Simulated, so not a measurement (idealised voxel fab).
A process module follows: voxel capacitor over wiring.
Section cut is 140 nm wide and gridded with 5 nm square cells.
If you're reading a cross-section in this doc, picture square cells in a grid; it comes to you as bands, top ones listed first down to the bottom, and a band can be one or more rows of cells. Read a band's entry like this: the first values are the height of its top and the height of its bottom in nm, and what follows is the sequence of materials from left to right, each with its width in nm. Note that "empty" is empty space, and that a single material marked "all across" reaches across the band from edge to edge. Note: height 0 marks the level under which the wafer is uniformly one material as received. Lowest band unbounded below, written "0 -> down". With a width like "30..40", each row of cells in the band differs from the next by the same amount, the top row carrying the first number and the bottom row the second. When a step is marked "same as before", none of the cells in the cross-section changed during that step. "Internal closed voids" enumerates empty spaces isolated from the top, with no open way to it, that contain at least 8 cells, giving each as width x height at distance from the left edge, all three in nm. Whatever follows a step's settings on its line is a remark the simulator itself makes about that step. A step line may carry the setting "overlay nm", which, for steps involving a mask, states the distance by which the mask lay to the right of its intended position; negative values denote displacement to the left.
Steps in the process plan
| 1 | RECEIVE: material Si |
| 2 | CONFORMAL_DEP: material SiO2, thk nm 15 |
| 3 | DIRECTIONAL_DEP: material TiN, thk nm 5 |
| 4 | DIRECTIONAL_DEP: material W, thk nm 25 |
| 5 | MASKED_ETCH: tone cover, mask id METAL_1, width nm 20, pitch nm 75, etch materials W, depth nm 25, overlay nm 0 |
| 6 | MASKED_ETCH: tone cover, mask id METAL_1, width nm 20, pitch nm 75, etch materials TiN, depth nm 5, overlay nm 0 |
| 7 | FILL_DEP: material lowk, thk nm 5 |
| 8 | CMP: height nm 45 |
| 9 | CONFORMAL_DEP: material SiCN, thk nm 5 |
| 10 | DIRECTIONAL_DEP: material lowk, thk nm 15 |
| 11 | PATTERN: tone open, mask id PLUG_1, material resist, width nm 15, thk nm 20, overlay nm 0 |
| 12 | DIRECTIONAL_ETCH: etch materials lowk, depth nm 15 |
| 13 | DIRECTIONAL_ETCH: etch materials SiCN, depth nm 5 |
| 14 | STRIP: etch materials resist |
| 15 | EPI: material Ru, thk nm 10 |
| 16 | EPI: material Ru, thk nm 10 |
| 17 | DIRECTIONAL_DEP: material TiN, thk nm 5 |
| 18 | DIRECTIONAL_DEP: material SiN, thk nm 5 |
| 19 | DIRECTIONAL_DEP: material TiN, thk nm 10 |
| 20 | PATTERN: tone cover, mask id UPPER_PLATE, material resist, width nm 60, thk nm 20, overlay nm 0 |
| 21 | DIRECTIONAL_ETCH: etch materials TiN, depth nm 10 |
| 22 | DIRECTIONAL_ETCH: etch materials SiN, depth nm 5 |
| 23 | STRIP: etch materials resist |
| 24 | DIRECTIONAL_DEP: material aC, thk nm 10 |
| 25 | PATTERN: tone cover, mask id LOWER_PLATE, material resist, width nm 70, thk nm 30, overlay nm 0 |
| 26 | DIRECTIONAL_ETCH: etch materials aC, depth nm 10 |
| 27 | STRIP: etch materials resist |
| 28 | DIRECTIONAL_ETCH: etch materials TiN, depth nm 5 |
| 29 | STRIP: etch materials aC |
| 30 | FILL_DEP: material SiO2, thk nm 15 |
| 31 | CMP: height nm 95 |
| 32 | MASKED_ETCH: tone open, mask id PLUG_2, width nm 15, etch materials SiO2, depth nm 10, overlay nm 0 |
| 33 | CONFORMAL_DEP: material TiN, thk nm 5 |
| 34 | FILL_DEP: material Cu, thk nm 5 |
| 35 | CMP: height nm 95 |
| 36 | CONFORMAL_DEP: material SiCN, thk nm 5 |
The first of a set of two wafers, run to plan
Wafer as received: cross-section following step 1
  0 -> down: Si all across
  Internal closed voids: none
Step 2 complete: cross-section through the wafer
  15 -> 0: SiO2 all across
  At heights below 0, the structure remains unaltered.
Step 3 complete: cross-section through the wafer
  20 -> 15: TiN all across
  At heights below 15, the structure remains unaltered.
Step 4 complete: cross-section through the wafer
  45 -> 20: W all across
  At heights below 20, the structure remains unaltered.
Step 5 complete: cross-section through the wafer
  45 -> 20: empty 20 | W 20 | empty 55 | W 20 | empty 25
  At heights below 20, the structure remains unaltered.
Step 6 complete: cross-section through the wafer
  45 -> 20: empty 20 | W 20 | empty 55 | W 20 | empty 25
  20 -> 15: empty 20 | TiN 20 | empty 55 | TiN 20 | empty 25
  At heights below 15, the structure remains unaltered.
Step 7 complete: cross-section through the wafer
  50 -> 45: lowk all across
  45 -> 20: lowk 20 | W 20 | lowk 55 | W 20 | lowk 25
  20 -> 15: lowk 20 | TiN 20 | lowk 55 | TiN 20 | lowk 25
  At heights below 15, the structure remains unaltered.
Step 8 complete: cross-section through the wafer
  45 -> 20: lowk 20 | W 20 | lowk 55 | W 20 | lowk 25
  At heights below 20, the structure remains unaltered.
Step 9 complete: cross-section through the wafer
  50 -> 45: SiCN all across
  At heights below 45, the structure remains unaltered.
Step 10 complete: cross-section through the wafer
  65 -> 50: lowk all across
  At heights below 50, the structure remains unaltered.
Step 11 complete: cross-section through the wafer
  85 -> 65: resist 25 | empty 15 | resist 100
  At heights below 65, the structure remains unaltered.
Step 12 complete: cross-section through the wafer
  85 -> 65: resist 25 | empty 15 | resist 100
  65 -> 50: lowk 25 | empty 15 | lowk 100
  At heights below 50, the structure remains unaltered.
Step 13 complete: cross-section through the wafer
  85 -> 65: resist 25 | empty 15 | resist 100
  65 -> 50: lowk 25 | empty 15 | lowk 100
  50 -> 45: SiCN 25 | empty 15 | SiCN 100
  At heights below 45, the structure remains unaltered.
Step 14 complete: cross-section through the wafer
  65 -> 50: lowk 25 | empty 15 | lowk 100
  At heights below 50, the structure remains unaltered.
Step 15 complete: cross-section through the wafer
  65 -> 55: lowk 25 | empty 15 | lowk 100
  55 -> 50: lowk 25 | Ru 15 | lowk 100
  50 -> 45: SiCN 25 | Ru 15 | SiCN 100
  At heights below 45, the structure remains unaltered.
Step 16 complete: cross-section through the wafer
  65 -> 50: lowk 25 | Ru 15 | lowk 100
  At heights below 50, the structure remains unaltered.
Step 17 complete: cross-section through the wafer
  70 -> 65: TiN all across
  At heights below 65, the structure remains unaltered.
Step 18 complete: cross-section through the wafer
  75 -> 70: SiN all across
  At heights below 70, the structure remains unaltered.
Step 19 complete: cross-section through the wafer
  85 -> 75: TiN all across
  At heights below 75, the structure remains unaltered.
Step 20 complete: cross-section through the wafer
  105 -> 85: empty 25 | resist 60 | empty 55
  At heights below 85, the structure remains unaltered.
Step 21 complete: cross-section through the wafer
  105 -> 85: empty 25 | resist 60 | empty 55
  85 -> 75: empty 25 | TiN 60 | empty 55
  At heights below 75, the structure remains unaltered.
Step 22 complete: cross-section through the wafer
  105 -> 85: empty 25 | resist 60 | empty 55
  85 -> 75: empty 25 | TiN 60 | empty 55
  75 -> 70: empty 25 | SiN 60 | empty 55
  At heights below 70, the structure remains unaltered.
Step 23 complete: cross-section through the wafer
  85 -> 75: empty 25 | TiN 60 | empty 55
  At heights below 75, the structure remains unaltered.
Step 24 complete: cross-section through the wafer
  95 -> 85: empty 25 | aC 60 | empty 55
  85 -> 80: empty 25 | TiN 60 | empty 55
  80 -> 75: aC 25 | TiN 60 | aC 55
  75 -> 70: aC 25 | SiN 60 | aC 55
  At heights below 70, the structure remains unaltered.
Step 25 complete: cross-section through the wafer
  125 -> 95: empty 20 | resist 70 | empty 50
  95 -> 85: empty 20 | resist 5 | aC 60 | resist 5 | empty 50
  85 -> 80: empty 20 | resist 5 | TiN 60 | resist 5 | empty 50
  At heights below 80, the structure remains unaltered.
Step 26 complete: cross-section through the wafer
  115 -> 95: empty 20 | resist 70 | empty 50
  95 -> 85: empty 20 | resist 5 | aC 60 | resist 5 | empty 50
  85 -> 80: empty 20 | resist 5 | TiN 60 | resist 5 | empty 50
  80 -> 75: empty 20 | aC 5 | TiN 60 | aC 5 | empty 50
  75 -> 70: empty 20 | aC 5 | SiN 60 | aC 5 | empty 50
  At heights below 70, the structure remains unaltered.
Step 27 complete: cross-section through the wafer
  95 -> 85: empty 25 | aC 60 | empty 55
  85 -> 80: empty 25 | TiN 60 | empty 55
  At heights below 80, the structure remains unaltered.
Step 28 complete: cross-section through the wafer
  95 -> 85: empty 25 | aC 60 | empty 55
  85 -> 80: empty 25 | TiN 60 | empty 55
  80 -> 75: empty 20 | aC 5 | TiN 60 | aC 5 | empty 50
  75 -> 70: empty 20 | aC 5 | SiN 60 | aC 5 | empty 50
  70 -> 65: empty 20 | TiN 70 | empty 50
  At heights below 65, the structure remains unaltered.
Step 29 complete: cross-section through the wafer
  85 -> 75: empty 25 | TiN 60 | empty 55
  75 -> 70: empty 25 | SiN 60 | empty 55
  At heights below 70, the structure remains unaltered.
Step 30 complete: cross-section through the wafer
  100 -> 85: SiO2 all across
  85 -> 75: SiO2 25 | TiN 60 | SiO2 55
  75 -> 70: SiO2 25 | SiN 60 | SiO2 55
  70 -> 65: SiO2 20 | TiN 70 | SiO2 50
  At heights below 65, the structure remains unaltered.
Step 31 complete: cross-section through the wafer
  95 -> 85: SiO2 all across
  At heights below 85, the structure remains unaltered.
Step 32 complete: cross-section through the wafer
  95 -> 85: SiO2 35 | empty 15 | SiO2 90
  At heights below 85, the structure remains unaltered.
Step 33 complete: cross-section through the wafer
  100 -> 95: TiN 40 | empty 5 | TiN 95
  95 -> 90: SiO2 35 | TiN 5 | empty 5 | TiN 5 | SiO2 90
  90 -> 85: SiO2 35 | TiN 15 | SiO2 90
  At heights below 85, the structure remains unaltered.
Step 34 complete: cross-section through the wafer
  105 -> 100: Cu all across
  100 -> 95: TiN 40 | Cu 5 | TiN 95
  95 -> 90: SiO2 35 | TiN 5 | Cu 5 | TiN 5 | SiO2 90
  At heights below 90, the structure remains unaltered.
Step 35 complete: cross-section through the wafer
  95 -> 90: SiO2 35 | TiN 5 | Cu 5 | TiN 5 | SiO2 90
  At heights below 90, the structure remains unaltered.
Step 36 complete: cross-section through the wafer
  100 -> 95: SiCN all across
  At heights below 95, the structure remains unaltered.
second wafer: like start, like plan, one mistake. Through step 2 it matches the first wafer
Second wafer, cut view, end of step 3 per plan
  40 -> 15: W all across
  At heights below 15, the structure remains unaltered.
Second wafer, cut view, end of step 4 per plan
  45 -> 40: TiN all across
  At heights below 40, the structure remains unaltered.
Second wafer, cut view, end of step 5 per plan: same as before
Second wafer, cut view, end of step 6 per plan
  45 -> 40: empty 20 | TiN 20 | empty 55 | TiN 20 | empty 25
  At heights below 40, the structure remains unaltered.
Second wafer, cut view, end of step 7 per plan
  50 -> 45: lowk all across
  45 -> 40: lowk 20 | TiN 20 | lowk 55 | TiN 20 | lowk 25
  At heights below 40, the structure remains unaltered.
Second wafer, cut view, end of step 8 per plan
  45 -> 40: lowk 20 | TiN 20 | lowk 55 | TiN 20 | lowk 25
  At heights below 40, the structure remains unaltered.
Second wafer, cut view, end of step 9 per plan
  50 -> 45: SiCN all across
  At heights below 45, the structure remains unaltered.
Second wafer, cut view, end of step 10 per plan
  65 -> 50: lowk all across
  At heights below 50, the structure remains unaltered.
Second wafer, cut view, end of step 11 per plan
  85 -> 65: resist 25 | empty 15 | resist 100
  At heights below 65, the structure remains unaltered.
Second wafer, cut view, end of step 12 per plan
  85 -> 65: resist 25 | empty 15 | resist 100
  65 -> 50: lowk 25 | empty 15 | lowk 100
  At heights below 50, the structure remains unaltered.
Second wafer, cut view, end of step 13 per plan
  85 -> 65: resist 25 | empty 15 | resist 100
  65 -> 50: lowk 25 | empty 15 | lowk 100
  50 -> 45: SiCN 25 | empty 15 | SiCN 100
  At heights below 45, the structure remains unaltered.
Second wafer, cut view, end of step 14 per plan
  65 -> 50: lowk 25 | empty 15 | lowk 100
  At heights below 50, the structure remains unaltered.
Second wafer, cut view, end of step 15 per plan
  65 -> 55: lowk 25 | empty 15 | lowk 100
  55 -> 50: lowk 25 | Ru 15 | lowk 100
  50 -> 45: SiCN 25 | Ru 15 | SiCN 100
  At heights below 45, the structure remains unaltered.
Second wafer, cut view, end of step 16 per plan
  65 -> 50: lowk 25 | Ru 15 | lowk 100
  At heights below 50, the structure remains unaltered.
Second wafer, cut view, end of step 17 per plan
  70 -> 65: TiN all across
  At heights below 65, the structure remains unaltered.
Second wafer, cut view, end of step 18 per plan
  75 -> 70: SiN all across
  At heights below 70, the structure remains unaltered.
Second wafer, cut view, end of step 19 per plan
  85 -> 75: TiN all across
  At heights below 75, the structure remains unaltered.
Second wafer, cut view, end of step 20 per plan
  105 -> 85: empty 25 | resist 60 | empty 55
  At heights below 85, the structure remains unaltered.
Second wafer, cut view, end of step 21 per plan
  105 -> 85: empty 25 | resist 60 | empty 55
  85 -> 75: empty 25 | TiN 60 | empty 55
  At heights below 75, the structure remains unaltered.
Second wafer, cut view, end of step 22 per plan
  105 -> 85: empty 25 | resist 60 | empty 55
  85 -> 75: empty 25 | TiN 60 | empty 55
  75 -> 70: empty 25 | SiN 60 | empty 55
  At heights below 70, the structure remains unaltered.
Second wafer, cut view, end of step 23 per plan
  85 -> 75: empty 25 | TiN 60 | empty 55
  At heights below 75, the structure remains unaltered.
Second wafer, cut view, end of step 24 per plan
  95 -> 85: empty 25 | aC 60 | empty 55
  85 -> 80: empty 25 | TiN 60 | empty 55
  80 -> 75: aC 25 | TiN 60 | aC 55
  75 -> 70: aC 25 | SiN 60 | aC 55
  At heights below 70, the structure remains unaltered.
Second wafer, cut view, end of step 25 per plan
  125 -> 95: empty 20 | resist 70 | empty 50
  95 -> 85: empty 20 | resist 5 | aC 60 | resist 5 | empty 50
  85 -> 80: empty 20 | resist 5 | TiN 60 | resist 5 | empty 50
  At heights below 80, the structure remains unaltered.
Second wafer, cut view, end of step 26 per plan
  115 -> 95: empty 20 | resist 70 | empty 50
  95 -> 85: empty 20 | resist 5 | aC 60 | resist 5 | empty 50
  85 -> 80: empty 20 | resist 5 | TiN 60 | resist 5 | empty 50
  80 -> 75: empty 20 | aC 5 | TiN 60 | aC 5 | empty 50
  75 -> 70: empty 20 | aC 5 | SiN 60 | aC 5 | empty 50
  At heights below 70, the structure remains unaltered.
Second wafer, cut view, end of step 27 per plan
  95 -> 85: empty 25 | aC 60 | empty 55
  85 -> 80: empty 25 | TiN 60 | empty 55
  At heights below 80, the structure remains unaltered.
Second wafer, cut view, end of step 28 per plan
  95 -> 85: empty 25 | aC 60 | empty 55
  85 -> 80: empty 25 | TiN 60 | empty 55
  80 -> 75: empty 20 | aC 5 | TiN 60 | aC 5 | empty 50
  75 -> 70: empty 20 | aC 5 | SiN 60 | aC 5 | empty 50
  70 -> 65: empty 20 | TiN 70 | empty 50
  At heights below 65, the structure remains unaltered.
Second wafer, cut view, end of step 29 per plan
  85 -> 75: empty 25 | TiN 60 | empty 55
  75 -> 70: empty 25 | SiN 60 | empty 55
  At heights below 70, the structure remains unaltered.
Second wafer, cut view, end of step 30 per plan
  100 -> 85: SiO2 all across
  85 -> 75: SiO2 25 | TiN 60 | SiO2 55
  75 -> 70: SiO2 25 | SiN 60 | SiO2 55
  70 -> 65: SiO2 20 | TiN 70 | SiO2 50
  At heights below 65, the structure remains unaltered.
Second wafer, cut view, end of step 31 per plan
  95 -> 85: SiO2 all across
  At heights below 85, the structure remains unaltered.
Second wafer, cut view, end of step 32 per plan
  95 -> 85: SiO2 35 | empty 15 | SiO2 90
  At heights below 85, the structure remains unaltered.
Second wafer, cut view, end of step 33 per plan
  100 -> 95: TiN 40 | empty 5 | TiN 95
  95 -> 90: SiO2 35 | TiN 5 | empty 5 | TiN 5 | SiO2 90
  90 -> 85: SiO2 35 | TiN 15 | SiO2 90
  At heights below 85, the structure remains unaltered.
Second wafer, cut view, end of step 34 per plan
  105 -> 100: Cu all across
  100 -> 95: TiN 40 | Cu 5 | TiN 95
  95 -> 90: SiO2 35 | TiN 5 | Cu 5 | TiN 5 | SiO2 90
  At heights below 90, the structure remains unaltered.
Second wafer, cut view, end of step 35 per plan
  95 -> 90: SiO2 35 | TiN 5 | Cu 5 | TiN 5 | SiO2 90
  At heights below 90, the structure remains unaltered.
Second wafer, cut view, end of step 36 per plan
  100 -> 95: SiCN all across
  At heights below 95, the structure remains unaltered.
Which mistake was made when the wafer was run? plan vs actual: 3 and 4 interchanged
Final difference in cells, second wafer against first, listed per material as more or fewer: 100 more of W, 100 fewer of lowk
